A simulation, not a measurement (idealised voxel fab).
Presented below is a process module, voxel self aligned contacts.
Pictured: cross-section cut, 185 nm wide, on a grid of 5 nm square cells.
This document writes a cross-section as a grid whose cells are square, and gives it as bands, listed from the top down; one or more rows of cells form a band.
Heads up on the band format: heights come first, top then bottom, in nm. After that it's the materials left to right, each with its width in nm. A single material flagged "all across" fills the whole band edge to edge, and "air" means there's empty space there.
Heights are measured from 0, the level below which the as-received wafer is all one material; the lowest band has no bottom and continues downward, written as in "from 0 down".
Width "30->40": first value at the band's top row of cells, second value at its bottom row, equal change from row to row.
For the purposes of this document, the phrase "remained unchanged" attached to a step denotes that no cell within the cross-section was modified by that step.
Any empty space of 8 cells or more lacking an open way to the top shows up in "Completely enclosed voids" as width x height at distance, distance from the left edge, in nm.
Past the settings on a step's line: simulator remark, on that step.
"overlay nm", when on a step's line for a step with a mask, measures how far to the right of its planned place the mask lay; a negative measure means to the left.

## Set out below are the planned steps of the process
1 RECEIVE | material Si
2 CONFORMAL_DEP | material SiO2 | thk nm 5
3 DIRECTIONAL_DEP | material polySi | thk nm 20
4 DIRECTIONAL_DEP | material SiN | thk nm 20
5 PATTERN | tone cover | mask id GATE | material resist | width nm 25 | pitch nm 60 | thk nm 15 | overlay nm 0
6 DIRECTIONAL_ETCH | etch materials SiN | depth nm 20
7 DIRECTIONAL_ETCH | etch materials polySi | depth nm 20
8 STRIP | etch materials resist
9 CONFORMAL_DEP | material SiN | thk nm 5
10 DIRECTIONAL_ETCH | etch materials SiN | depth nm 5
11 FILL_DEP | material SiO2 | thk nm 15
12 CMP | height nm 50
13 PATTERN | tone open | mask id CONTACT | material resist | width nm 45 | thk nm 15 | overlay nm 0
14 DIRECTIONAL_ETCH | etch materials SiO2 | depth nm 50
15 STRIP | etch materials resist
16 CONFORMAL_DEP | material TiN | thk nm 5
17 FILL_DEP | material Ru | thk nm 5
18 CMP | height nm 50
19 CONFORMAL_DEP | material SiN | thk nm 5

## Received-state cross-section, reflecting completion of step 1
> from 0 down  Si all across
> Completely enclosed voids: none

## Cross-section at module end, one run error; start and plan unchanged from above
> from 55 to 50  SiN all across
> from 50 to 45  SiO2=45, SiN=35, TiN=25, SiN=35, SiO2=45
> from 45 to 25  SiN all across
> from 25 to 5  polySi all across
> from 5 to 0  SiO2 all across
> from 0 down  Si all across
> Completely enclosed voids: none
It is concluded that the wafer was processed incorrectly with respect to the plan, in that step 4 from the plan got run twice
